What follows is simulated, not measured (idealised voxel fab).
The process module that follows is named voxel capacitor over wiring.
FYI the section here is cut, 290 nm wide, cells are 5 nm squares.
Just so we're on the same page, the cross-sections are grids of square cells, and they're listed out in bands top to bottom, each band one or more rows deep.
Heights first: top, then bottom, in nm. Then materials, left to right, each with a width in nm. "throughout" on a single material: fills the band edge to edge. "empty": empty space.
Convention: height 0 is the level below which the wafer, as received, is all one material. The lowest band does not terminate at the bottom but continues downward, represented as "z 0 and below".
Quick explanation for "30..40": the width changes in equal steps down the rows of cells, from the first number in the band's top row to the second number in its bottom row.
The designation "no modification", where it is given for a processing step, indicates that no cell of the cross-section was altered in the course of that step.
For the entry "Unvented cavities", the listed items are empty spaces with no open way to the top whose size is 8 cells or more; each item follows the pattern width x height at distance, where distance is from the left edge and all three are in nm.
Text after the settings on a step's line: the simulator's own remark on that step.
"overlay nm" answers the question of how far to the right of plan the mask lay on a step that has a mask, and when it is negative the answer is to the left.
SO HERE'S THE LINEUP OF PROCESS STEPS WE PLANNED
1. RECEIVE | material Si
2. CONFORMAL_DEP | material SiO2 | thk nm 10
3. CONFORMAL_DEP | material SiCN | thk nm 5
4. DIRECTIONAL_DEP | material SiO2 | thk nm 25
5. PATTERN | tone open | mask id METAL_1 | material resist | width nm 20 | pitch nm 80 | thk nm 15 | overlay nm 0
6. DIRECTIONAL_ETCH | etch materials SiO2 | depth nm 25
7. DIRECTIONAL_ETCH | etch materials SiCN | depth nm 5
8. STRIP | etch materials resist
9. CONFORMAL_DEP | material TiN | thk nm 5
10. FILL_DEP | material Cu | thk nm 10
11. CMP | height nm 40
12. CONFORMAL_DEP | material SiCN | thk nm 5
13. DIRECTIONAL_DEP | material lowk | thk nm 15
14. MASKED_ETCH | tone open | mask id PLUG_1 | width nm 15 | etch materials lowk | depth nm 15 | overlay nm 0
15. MASKED_ETCH | tone open | mask id PLUG_1 | width nm 15 | etch materials SiCN | depth nm 5 | overlay nm 0
16. CONFORMAL_DEP | material TiN | thk nm 5
17. FILL_DEP | material Cu | thk nm 10
18. CMP | height nm 60
19. DIRECTIONAL_DEP | material TiN | thk nm 10
20. DIRECTIONAL_DEP | material Al2O3 | thk nm 5
21. DIRECTIONAL_DEP | material TiN | thk nm 5
22. DIRECTIONAL_DEP | material aC | thk nm 15
23. PATTERN | tone cover | mask id UPPER_PLATE | material resist | width nm 65 | thk nm 35 | overlay nm 0
24. DIRECTIONAL_ETCH | etch materials aC | depth nm 15
25. STRIP | etch materials resist
26. DIRECTIONAL_ETCH | etch materials TiN | depth nm 5
27. DIRECTIONAL_ETCH | etch materials Al2O3 | depth nm 5
28. STRIP | etch materials aC
29. PATTERN | tone cover | mask id LOWER_PLATE | material resist | width nm 75 | thk nm 20 | overlay nm 0
30. DIRECTIONAL_ETCH | etch materials TiN | depth nm 10
31. STRIP | etch materials resist
32. FILL_DEP | material SiO2 | thk nm 15
33. CMP | height nm 90
34. DIRECTIONAL_DEP | material aC | thk nm 10
35. PATTERN | tone open | mask id PLUG_2 | material resist | width nm 15 | thk nm 25 | overlay nm 0
36. DIRECTIONAL_ETCH | etch materials aC | depth nm 10
37. STRIP | etch materials resist
38. DIRECTIONAL_ETCH | etch materials SiO2 | depth nm 10
39. STRIP | etch materials aC
40. CONFORMAL_DEP | material TiN | thk nm 5
41. FILL_DEP | material Ru | thk nm 5
42. CMP | height nm 90
43. CONFORMAL_DEP | material SiN | thk nm 5
WAFER AT RECEIPT (POST STEP 1), CROSS-SECTION
    z 0 and below: Si throughout
    Unvented cavities: none
POST-MODULE CROSS-SECTION OF THE FIRST OF TWO WAFERS (RUN PER PLAN)
    z 95 to 90: SiN throughout
    z 90 to 85: SiO2: 110  TiN: 5  Ru: 5  TiN: 5  SiO2: 165
    z 85 to 75: SiO2: 110..100  TiN: 15..65  SiO2: 165..125
    z 75 to 70: SiO2: 100  Al2O3: 65  SiO2: 125
    z 70 to 60: SiO2: 95  TiN: 75  SiO2: 120
    z 60 to 45: lowk: 100  TiN: 5  Cu: 5  TiN: 5  lowk: 175
    z 45 to 40: SiCN: 100  TiN: 15  SiCN: 175
    z 40 to 15: SiO2: 95  TiN: 5  Cu: 10  TiN: 5  SiO2: 60  TiN: 5  Cu: 10  TiN: 5  SiO2: 95
    z 15 to 10: SiCN: 95  TiN: 20  SiCN: 60  TiN: 20  SiCN: 95
    z 10 to 0: SiO2 throughout
    z 0 and below: Si throughout
    Unvented cavities: none
WAFER TWO, SECTIONED AFTER THE MODULE: THE FIRST WAFER'S START, THE FIRST WAFER'S PLAN, AND ONE MISTAKE IN HOW IT WAS RUN
    z 95 to 90: SiN throughout
    z 90 to 85: SiO2: 110  TiN: 5  Ru: 5  TiN: 5  SiO2: 165
    z 85 to 75: SiO2: 110..105  TiN: 15..60  SiO2: 165..125
    z 75 to 70: SiO2: 100  Al2O3: 65  SiO2: 125
    z 70 to 60: SiO2: 100  TiN: 80  SiO2: 110
    z 60 to 45: lowk: 100  TiN: 5  Cu: 5  TiN: 5  lowk: 175
    z 45 to 40: SiCN: 100  TiN: 15  SiCN: 175
    z 40 to 15: SiO2: 95  TiN: 5  Cu: 10  TiN: 5  SiO2: 60  TiN: 5  Cu: 10  TiN: 5  SiO2: 95
    z 15 to 10: SiCN: 95  TiN: 20  SiCN: 60  TiN: 20  SiCN: 95
    z 10 to 0: SiO2 throughout
    z 0 and below: Si throughout
    Unvented cavities: none
Here's what went sideways: step 29 did not use the planned setting and instead ran as PATTERN | tone cover | mask id LOWER_PLATE | material resist | width nm 75 | thk nm 20 | overlay nm 10
The closing comparison, in cells, has the second wafer with more or fewer of some materials than the first: SiO2: 1 fewer, TiN: 1 more
